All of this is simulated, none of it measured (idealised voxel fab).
Herein follows the process module entitled voxel quadruple lines.
Cross-section cut spans 170 nm and uses square cells 5 nm in size.
Cross-sections here: square-cell grids, written as top-down lists of bands, a band being one or more rows of cells. Band entry format. Leading values: height of top, height of bottom, nm. Remainder: materials in left-to-right order, each with its width in nm. Special words: "throughout" on a single material, which then fills the band edge to edge; "blank", empty space. Heights from 0 (as-received wafer is one material below). Bottom band endless downward, as "from 0 down". Width: "30 to 40" (first number = top row, second number = bottom row, same change from row to row of cells). "remained the same", as given for a step, is the statement that not any cell of the cross-section underwent a change during that step. Basically, "Fully sealed voids" tells you about the enclosed voids: empty spaces with no open way to the top, 8 cells or bigger, each written width x height at distance, where distance is from the left edge, all in nm. On a step's line, text after the settings is the simulator commenting on that step. Regarding "overlay nm": on a step with a mask, it is the distance the mask lay to the right of its planned place; a negative value places it to the left.
[The steps planned for the process are as follows]
1) RECEIVE [material Si]
2) CONFORMAL_DEP [material SiO2] [thk nm 10]
3) DIRECTIONAL_DEP [material TiN] [thk nm 15]
4) DIRECTIONAL_DEP [material polySi] [thk nm 20]
5) DIRECTIONAL_DEP [material aC] [thk nm 25]
6) PATTERN [tone cover] [mask id MANDREL] [material resist] [width nm 35] [thk nm 35] [overlay nm 0]
7) DIRECTIONAL_ETCH [etch materials aC] [depth nm 25]
8) STRIP [etch materials resist]
9) CONFORMAL_DEP [material SiO2] [thk nm 15]
10) DIRECTIONAL_ETCH [etch materials SiO2] [depth nm 15]
11) STRIP [etch materials aC]
12) DIRECTIONAL_ETCH [etch materials polySi] [depth nm 20]
13) STRIP [etch materials SiO2]
14) CONFORMAL_DEP [material SiCN] [thk nm 10]
15) DIRECTIONAL_ETCH [etch materials SiCN] [depth nm 10]
16) STRIP [etch materials polySi]
17) DIRECTIONAL_ETCH [etch materials TiN] [depth nm 15]
18) STRIP [etch materials SiCN]
19) FILL_DEP [material SiO2] [thk nm 10]
20) CMP [height nm 25]
[First of two wafers - as planned]
[As-received state of the wafer in cross-section, equivalent to post-step 1]
* from 0 down | Si throughout
* Fully sealed voids: none
[Cross-section of the wafer after step 2]
* from 10 to 0 | SiO2 throughout
* Rest of section, below 0: as before.
[Cross-section of the wafer after step 3]
* from 25 to 10 | TiN throughout
* Rest of section, below 10: as before.
[Cross-section of the wafer after step 4]
* from 45 to 25 | polySi throughout
* Rest of section, below 25: as before.
[Cross-section of the wafer after step 5]
* from 70 to 45 | aC throughout
* Rest of section, below 45: as before.
[Cross-section of the wafer after step 6]
* from 105 to 70 | blank=65  resist=35  blank=70
* Rest of section, below 70: as before.
[Cross-section of the wafer after step 7]
* from 80 to 70 | blank=65  resist=35  blank=70
* from 70 to 45 | blank=65  aC=35  blank=70
* Rest of section, below 45: as before.
[Cross-section of the wafer after step 8]
* from 70 to 45 | blank=65  aC=35  blank=70
* Rest of section, below 45: as before.
[Cross-section of the wafer after step 9]
* from 85 to 70 | blank=50  SiO2=65  blank=55
* from 70 to 60 | blank=50  SiO2=15  aC=35  SiO2=15  blank=55
* from 60 to 45 | SiO2=65  aC=35  SiO2=70
* Rest of section, below 45: as before.
[Cross-section of the wafer after step 10]
* from 70 to 45 | blank=50  SiO2=15  aC=35  SiO2=15  blank=55
* Rest of section, below 45: as before.
[Cross-section of the wafer after step 11]
* from 70 to 45 | blank=50  SiO2=15  blank=35  SiO2=15  blank=55
* Rest of section, below 45: as before.
[Cross-section of the wafer after step 12]
* from 70 to 45 | blank=50  SiO2=15  blank=35  SiO2=15  blank=55
* from 45 to 25 | blank=50  polySi=15  blank=35  polySi=15  blank=55
* Rest of section, below 25: as before.
[Cross-section of the wafer after step 13]
* from 45 to 25 | blank=50  polySi=15  blank=35  polySi=15  blank=55
* Rest of section, below 25: as before.
[Cross-section of the wafer after step 14]
* from 55 to 45 | blank=40  SiCN=35  blank=15  SiCN=35  blank=45
* from 45 to 35 | blank=40  SiCN=10  polySi=15  SiCN=10  blank=15  SiCN=10  polySi=15  SiCN=10  blank=45
* from 35 to 25 | SiCN=50  polySi=15  SiCN=35  polySi=15  SiCN=55
* Rest of section, below 25: as before.
[Cross-section of the wafer after step 15]
* from 45 to 25 | blank=40  SiCN=10  polySi=15  SiCN=10  blank=15  SiCN=10  polySi=15  SiCN=10  blank=45
* Rest of section, below 25: as before.
[Cross-section of the wafer after step 16]
* from 45 to 25 | blank=40  SiCN=10  blank=15  SiCN=10  blank=15  SiCN=10  blank=15  SiCN=10  blank=45
* Rest of section, below 25: as before.
[Cross-section of the wafer after step 17]
* from 45 to 25 | blank=40  SiCN=10  blank=15  SiCN=10  blank=15  SiCN=10  blank=15  SiCN=10  blank=45
* from 25 to 10 | blank=40  TiN=10  blank=15  TiN=10  blank=15  TiN=10  blank=15  TiN=10  blank=45
* Rest of section, below 10: as before.
[Cross-section of the wafer after step 18]
* from 25 to 10 | blank=40  TiN=10  blank=15  TiN=10  blank=15  TiN=10  blank=15  TiN=10  blank=45
* Rest of section, below 10: as before.
[Cross-section of the wafer after step 19]
* from 35 to 25 | SiO2 throughout
* from 25 to 10 | SiO2=40  TiN=10  SiO2=15  TiN=10  SiO2=15  TiN=10  SiO2=15  TiN=10  SiO2=45
* Rest of section, below 10: as before.
[Cross-section of the wafer after step 20]
* from 25 to 10 | SiO2=40  TiN=10  SiO2=15  TiN=10  SiO2=15  TiN=10  SiO2=15  TiN=10  SiO2=45
* Rest of section, below 10: as before.
[Wafer two: like wafer one in start and plan, but with one mistake in execution; identical up to and including step 12]
[Second wafer at the planned finish of step 13, seen in cross-section]
* from 45 to 25 | blank=50  polySi=15  blank=35  polySi=15  blank=55
* Rest of section, below 25: as before.
[Second wafer at the planned finish of step 14, seen in cross-section]
* from 55 to 45 | blank=40  SiCN=35  blank=15  SiCN=35  blank=45
* from 45 to 35 | blank=40  SiCN=10  polySi=15  SiCN=10  blank=15  SiCN=10  polySi=15  SiCN=10  blank=45
* from 35 to 25 | SiCN=50  polySi=15  SiCN=35  polySi=15  SiCN=55
* Rest of section, below 25: as before.
[Second wafer at the planned finish of step 15, seen in cross-section]
* from 45 to 25 | blank=40  SiCN=10  polySi=15  SiCN=10  blank=15  SiCN=10  polySi=15  SiCN=10  blank=45
* Rest of section, below 25: as before.
[Second wafer at the planned finish of step 16, seen in cross-section]
* from 45 to 25 | blank=40  SiCN=10  blank=15  SiCN=10  blank=15  SiCN=10  blank=15  SiCN=10  blank=45
* Rest of section, below 25: as before.
[Second wafer at the planned finish of step 17, seen in cross-section]
* from 45 to 25 | blank=40  SiCN=10  blank=15  SiCN=10  blank=15  SiCN=10  blank=15  SiCN=10  blank=45
* from 25 to 10 | blank=40  TiN=10  blank=15  TiN=10  blank=15  TiN=10  blank=15  TiN=10  blank=45
* Rest of section, below 10: as before.
[Second wafer at the planned finish of step 18, seen in cross-section]
* from 25 to 10 | blank=40  TiN=10  blank=15  TiN=10  blank=15  TiN=10  blank=15  TiN=10  blank=45
* Rest of section, below 10: as before.
[Second wafer at the planned finish of step 19, seen in cross-section]
* from 35 to 25 | SiO2 throughout
* from 25 to 10 | SiO2=40  TiN=10  SiO2=15  TiN=10  SiO2=15  TiN=10  SiO2=15  TiN=10  SiO2=45
* Rest of section, below 10: as before.
[Second wafer at the planned finish of step 20, seen in cross-section]
* from 25 to 10 | SiO2=40  TiN=10  SiO2=15  TiN=10  SiO2=15  TiN=10  SiO2=15  TiN=10  SiO2=45
* Rest of section, below 10: as before.
What was done differently from what was planned? it should be noted that step 13 of the plan was executed twice
Final cross-sections of the two wafers are identical, so the mistake has no effect on what this model computes.
